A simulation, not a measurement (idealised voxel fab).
process module | voxel quadruple lines
cross-section cut | 200 nm wide | cells 5 nm
A cross-section is a grid of square cells, given in bands from the top down. A band is one or more rows of cells.
Each band's line starts with the height of the band's top and of its bottom, in nm. Then come its materials from left to right, each with its width in nm. One material with "throughout" fills the band from edge to edge. "air" is empty space.
Height 0 is the level under which the wafer as received is all one material. The lowest band goes on downwards, as in "0 down".
A width such as "30 to 40" changes by the same amount from each row of cells to the next, from the band's top row to its bottom row.
"no change" after a step means that no cell of the cross-section changed.
closed voids: empty space of 8 cells or more with no open way to the top, each as width x height at its distance from the left edge, in nm
after a step's settings: what the simulator itself notes on the step
overlay nm, on a step with a mask: how far to the right of its planned place the mask lay; to the left if negative
plan
1 op RECEIVE | material Si
2 op CONFORMAL_DEP | material Al2O3 | thk nm 10
3 op DIRECTIONAL_DEP | material TiN | thk nm 10
4 op DIRECTIONAL_DEP | material polySi | thk nm 15
5 op DIRECTIONAL_DEP | material aC | thk nm 20
6 op PATTERN | tone cover | mask id MANDREL | material resist | width nm 30 | thk nm 30 | overlay nm 0
7 op DIRECTIONAL_ETCH | etch materials aC | depth nm 20
8 op STRIP | etch materials resist
9 op CONFORMAL_DEP | material SiO2 | thk nm 10
10 op DIRECTIONAL_ETCH | etch materials SiO2 | depth nm 10
11 op STRIP | etch materials aC
12 op DIRECTIONAL_ETCH | etch materials polySi | depth nm 15
13 op STRIP | etch materials SiO2
14 op CONFORMAL_DEP | material SiCN | thk nm 10
15 op DIRECTIONAL_ETCH | etch materials SiCN | depth nm 10
16 op STRIP | etch materials polySi
17 op DIRECTIONAL_ETCH | etch materials TiN | depth nm 10
18 op STRIP | etch materials SiCN
as received, after step 1
  0 down: Si throughout
  closed voids: none
a wafer at the end: this start, this plan, one mistake
  20 to 10: air 75 | TiN 10 | air 10 | TiN 10 | air 10 | TiN 10 | air 75
  10 to 0: Al2O3 throughout
  0 down: Si throughout
  closed voids: none
what went wrong: step 6 ran as: op PATTERN | tone open | mask id MANDREL | material resist | width nm 30 | thk nm 30 | overlay nm 0
